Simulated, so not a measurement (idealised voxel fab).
process module | voxel gate over fins
cross-section cut | 250 nm wide | cells 5 nm
A cross-section is a grid of square cells, given in bands from the top down. A band is one or more rows of cells.
Each band's line starts with the height of the band's top and of its bottom, in nm. Then come its materials from left to right, each with its width in nm. One material with "throughout" fills the band from edge to edge. "air" is empty space.
Height 0 is the level under which the wafer as received is all one material. The lowest band goes on downwards, as in "0 down".
A width such as "30 to 40" changes by the same amount from each row of cells to the next, from the band's top row to its bottom row.
"no change" after a step means that no cell of the cross-section changed.
closed voids: empty space of 8 cells or more with no open way to the top, each as width x height at its distance from the left edge, in nm
after a step's settings: what the simulator itself notes on the step
overlay nm, on a step with a mask: how far to the right of its planned place the mask lay; to the left if negative
plan
1 op RECEIVE | material Si
2 op CONFORMAL_DEP | material SiN | thk nm 10
3 op DIRECTIONAL_DEP | material aC | thk nm 15
4 op PATTERN | tone cover | mask id FINS | material resist | width nm 15 | pitch nm 55 | thk nm 35 | overlay nm 0
5 op DIRECTIONAL_ETCH | etch materials aC | depth nm 15
6 op STRIP | etch materials resist
7 op DIRECTIONAL_ETCH | etch materials SiN | depth nm 10
8 op DIRECTIONAL_ETCH | etch materials Si | depth nm 30
9 op STRIP | etch materials aC
10 op OXIDIZE | depth nm 5
11 op FILL_DEP | material SiO2 | thk nm 10
12 op CMP | height nm 10
13 op DIRECTIONAL_DEP | material aC | thk nm 15
14 op PATTERN | tone open | mask id RAIL | material resist | width nm 15 | thk nm 30 | overlay nm 0
15 op DIRECTIONAL_ETCH | etch materials aC | depth nm 15
16 op STRIP | etch materials resist
17 op DIRECTIONAL_ETCH | etch materials SiO2 | depth nm 35
18 op STRIP | etch materials aC
19 op CONFORMAL_DEP | material TiN | thk nm 5
20 op FILL_DEP | material Ru | thk nm 5
21 op CMP | height nm 10
22 op SELECTIVE_ETCH | etch materials W Ru TiN | depth nm 30
23 op FILL_DEP | material SiO2 | thk nm 5
24 op CMP | height nm 10
25 op SELECTIVE_ETCH | etch materials SiO2 | depth nm 20
26 op STRIP | etch materials SiN
27 op CONFORMAL_DEP | material HfO2 | thk nm 5
28 op CONFORMAL_DEP | material TiN | thk nm 5
29 op FILL_DEP | material W | thk nm 15
30 op CMP | height nm 20
31 op CONFORMAL_DEP | material SiN | thk nm 10
as received, after step 1
  0 down: Si throughout
  closed voids: none
first wafer at the end, as planned
  30 to 20: SiN throughout
  20 to 10: W throughout
  10 to 5: W 85 | TiN 25 | W 30 | TiN 25 | W 85
  5 to 0: W 85 | TiN 5 | HfO2 15 | TiN 5 | W 30 | TiN 5 | HfO2 15 | TiN 5 | W 85
  0 to -5: TiN 90 | HfO2 5 | Si 5 | HfO2 5 | TiN 40 | HfO2 5 | Si 5 | HfO2 5 | TiN 90
  -5 to -10: HfO2 95 | Si 5 | HfO2 50 | Si 5 | HfO2 95
  -10 to -20: SiO2 95 | Si 5 | SiO2 50 | Si 5 | SiO2 95
  -20 to -25: SiO2 95 | Si 5 | SiO2 15 | TiN 15 | SiO2 20 | Si 5 | SiO2 95
  -25 to -35: SiO2 95 | Si 5 | SiO2 50 | Si 5 | SiO2 95
  -35 down: Si throughout
  closed voids: none
second wafer at the end: like start, like plan, one mistake
  30 to 20: SiN throughout
  20 to 10: W throughout
  10 to 5: W 85 | TiN 25 | W 30 | TiN 25 | W 85
  5 to 0: W 85 | TiN 5 | HfO2 15 | TiN 5 | W 30 | TiN 5 | HfO2 15 | TiN 5 | W 85
  0 to -5: TiN 90 | HfO2 5 | Si 5 | HfO2 5 | TiN 40 | HfO2 5 | Si 5 | HfO2 5 | TiN 90
  -5 to -10: HfO2 95 | Si 5 | HfO2 50 | Si 5 | HfO2 95
  -10 to -20: SiO2 95 | Si 5 | SiO2 50 | Si 5 | SiO2 95
  -20 to -25: TiN 90 | SiO2 5 | Si 5 | SiO2 5 | TiN 10 | SiO2 15 | TiN 15 | SiO2 5 | Si 5 | SiO2 5 | TiN 90
  -25 to -35: SiO2 95 | Si 5 | SiO2 50 | Si 5 | SiO2 95
  -35 down: Si throughout
  closed voids: none
what went wrong: step 14 ran as: op PATTERN | tone cover | mask id RAIL | material resist | width nm 15 | thk nm 30 | overlay nm 0
at the end the second wafer has, in cells: 38 fewer of SiO2 | 38 more of TiN
